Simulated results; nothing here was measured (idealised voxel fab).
Module name: voxel ribs on slabs (process module)
For reference, the cross-section in this document is cut, with width 280 nm and square cells of 5 nm.
The cross-sections in this document take the form of a grid made of square cells. They are written out as bands, in order from top to bottom. Each band consists of one or more rows of cells.
Top height, bottom height, nm. Materials left to right, width each, nm. Single material + "everywhere" = fills band edge to edge. "blank" = empty.
Convention: height 0 is the level below which the wafer, as received, is all one material. The lowest band does not terminate at the bottom but continues downward, represented as "0 and below".
Width "30..40": first value at the band's top row of cells, second value at its bottom row, equal change from row to row.
"remains unaltered", as given for a step, is the statement that not any cell of the cross-section underwent a change during that step.
"Fully sealed voids" contains a list of empty spaces, each no smaller than 8 cells and without an open way to the top, written in the form width x height at distance with the distance from the left edge and all three in nm.
Note: text after step settings on the step line = simulator remark on that step.
"overlay nm" denotes, for a step that has a mask, the displacement of the mask to the right of its planned place, with negative values corresponding to the left.

These are the steps we planned for the process:
- 1: op RECEIVE | material Si
- 2: op DIRECTIONAL_DEP | material SiO2 | thk nm 25
- 3: op DIRECTIONAL_DEP | material polySi | thk nm 15
- 4: op DIRECTIONAL_DEP | material aC | thk nm 10
- 5: op PATTERN | tone cover | mask id RIB | material resist | width nm 15 | thk nm 30 | overlay nm 0
- 6: op DIRECTIONAL_ETCH | etch materials aC | depth nm 10
- 7: op STRIP | etch materials resist
- 8: op DIRECTIONAL_ETCH | etch materials polySi | depth nm 10
- 9: op STRIP | etch materials aC
- 10: op MASKED_ETCH | tone cover | mask id SLAB | width nm 45 | etch materials polySi | depth nm 5 | overlay nm 0
- 11: op FILL_DEP | material SiO2 | thk nm 15
- 12: op CMP | height nm 50
- 13: op DIRECTIONAL_DEP | material TiN | thk nm 5
- 14: op MASKED_ETCH | tone cover | mask id HEATER | width nm 25 | etch materials TiN | depth nm 5 | overlay nm 0
- 15: op CONFORMAL_DEP | material SiO2 | thk nm 10

First wafer, two in total, run as planned:

As-received wafer cross-section (after step 1):
	0 and below = Si everywhere
	Fully sealed voids: none

Once step 2 is through, the wafer looks like this in cross-section:
	25 down to 0 = SiO2 everywhere
	Under 0: no change, same as before.

Once step 3 is through, the wafer looks like this in cross-section:
	40 down to 25 = polySi everywhere
	Under 25: no change, same as before.

Once step 4 is through, the wafer looks like this in cross-section:
	50 down to 40 = aC everywhere
	Under 40: no change, same as before.

Once step 5 is through, the wafer looks like this in cross-section:
	80 down to 50 = blank: 130 / resist: 15 / blank: 135
	Under 50: no change, same as before.

Once step 6 is through, the wafer looks like this in cross-section:
	70 down to 50 = blank: 130 / resist: 15 / blank: 135
	50 down to 40 = blank: 130 / aC: 15 / blank: 135
	Under 40: no change, same as before.

Once step 7 is through, the wafer looks like this in cross-section:
	50 down to 40 = blank: 130 / aC: 15 / blank: 135
	Under 40: no change, same as before.

Once step 8 is through, the wafer looks like this in cross-section:
	50 down to 40 = blank: 130 / aC: 15 / blank: 135
	40 down to 30 = blank: 130 / polySi: 15 / blank: 135
	Under 30: no change, same as before.

Once step 9 is through, the wafer looks like this in cross-section:
	40 down to 30 = blank: 130 / polySi: 15 / blank: 135
	Under 30: no change, same as before.

Once step 10 is through, the wafer looks like this in cross-section:
	40 down to 30 = blank: 130 / polySi: 15 / blank: 135
	30 down to 25 = blank: 115 / polySi: 45 / blank: 120
	Under 25: no change, same as before.

Once step 11 is through, the wafer looks like this in cross-section:
	55 down to 40 = SiO2 everywhere
	40 down to 30 = SiO2: 130 / polySi: 15 / SiO2: 135
	30 down to 25 = SiO2: 115 / polySi: 45 / SiO2: 120
	Under 25: no change, same as before.

Once step 12 is through, the wafer looks like this in cross-section:
	50 down to 40 = SiO2 everywhere
	Under 40: no change, same as before.

Once step 13 is through, the wafer looks like this in cross-section:
	55 down to 50 = TiN everywhere
	Under 50: no change, same as before.

Once step 14 is through, the wafer looks like this in cross-section:
	55 down to 50 = blank: 125 / TiN: 25 / blank: 130
	Under 50: no change, same as before.

Once step 15 is through, the wafer looks like this in cross-section:
	65 down to 60 = blank: 115 / SiO2: 45 / blank: 120
	60 down to 55 = SiO2 everywhere
	55 down to 50 = SiO2: 125 / TiN: 25 / SiO2: 130
	Under 50: no change, same as before.

Second wafer: same start and same plan as the first, one execution error; identical to the first through step 13:

X-section, second wafer, when step 14 was due to finish:
	55 down to 50 = blank: 115 / TiN: 25 / blank: 140
	Under 50: no change, same as before.

X-section, second wafer, when step 15 was due to finish:
	65 down to 60 = blank: 105 / SiO2: 45 / blank: 130
	60 down to 55 = SiO2 everywhere
	55 down to 50 = SiO2: 115 / TiN: 25 / SiO2: 140
	Under 50: no change, same as before.
The plan and the run diverged here: for step 14, the planned setting was not used; the step was instead run as op MASKED_ETCH | tone cover | mask id HEATER | width nm 25 | etch materials TiN | depth nm 5 | overlay nm -10
Final wafers compared: equal cell tally per material, rearranged layout.
